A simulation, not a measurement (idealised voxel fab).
Process module name: voxel gate over fins
Pictured: cross-section cut, 295 nm wide, on a grid of 5 nm square cells.
Notation: cross-section as square-cell grid; stated in bands, top first, going down; one or more cell rows per band.
Heights first: top, then bottom, in nm. Then materials, left to right, each with a width in nm. "all across" on a single material: fills the band edge to edge. "blank": empty space.
Height datum 0, below which the as-received substrate wafer is one material. Lowest band open at the bottom, running downward: "0 -> down".
You'd read "30 to 40" like this: the band's top row of cells is as wide as the first number, its bottom row is as wide as the second, and going down, every row changes width by the same amount as the row before did.
The designation "no modifications", where it is given for a processing step, indicates that no cell of the cross-section was altered in the course of that step.
Closed empty spaces (no open way to the top) of 8 cells or more are what "Enclosed internal cavities" lists, each as width x height at distance from the left edge, nm for all three.
Text after the settings on a step's line: the simulator's own remark on that step.
Each step line may optionally specify "overlay nm", which for a step with a mask gives the rightward distance between the mask's planned place and where it lay, a negative value indicating the leftward direction.

**This section lists the process steps that were planned**
1. RECEIVE (material Si)
2. CONFORMAL_DEP (material SiN; thk nm 10)
3. PATTERN (tone cover; mask id FINS; material resist; width nm 15; pitch nm 45; thk nm 20; overlay nm 0)
4. DIRECTIONAL_ETCH (etch materials SiN; depth nm 10)
5. DIRECTIONAL_ETCH (etch materials Si; depth nm 40)
6. STRIP (etch materials resist)
7. OXIDIZE (depth nm 5)
8. FILL_DEP (material SiO2; thk nm 15)
9. CMP (height nm 10)
10. SELECTIVE_ETCH (etch materials SiO2; depth nm 20)
11. STRIP (etch materials SiN)
12. CONFORMAL_DEP (material HfO2; thk nm 5)
13. CONFORMAL_DEP (material TiN; thk nm 5)
14. FILL_DEP (material W; thk nm 10)
15. CMP (height nm 15)
16. CONFORMAL_DEP (material SiN; thk nm 10)

**Cross-section, incoming material, after step 1**
> 0 -> down | Si all across
> Enclosed internal cavities: none

**Cross-section at module end, one run error; start and plan unchanged from above**
> 25 -> 15 | SiN all across
> 15 -> 10 | W 100 / TiN 90 / W 105
> 10 -> 5 | TiN all across
> 5 -> 0 | TiN 115 / HfO2 15 / TiN 30 / HfO2 15 / TiN 120
> 0 -> -5 | TiN 115 / HfO2 5 / Si 5 / HfO2 5 / TiN 30 / HfO2 5 / Si 5 / HfO2 5 / TiN 120
> -5 -> -10 | HfO2 120 / Si 5 / HfO2 40 / Si 5 / HfO2 125
> -10 -> -45 | SiO2 120 / Si 5 / SiO2 40 / Si 5 / SiO2 125
> -45 -> down | Si all across
> Enclosed internal cavities: none
The mistake made against the process plan was this: step 13 deviated from plan and actually ran as CONFORMAL_DEP (material TiN; thk nm 15)
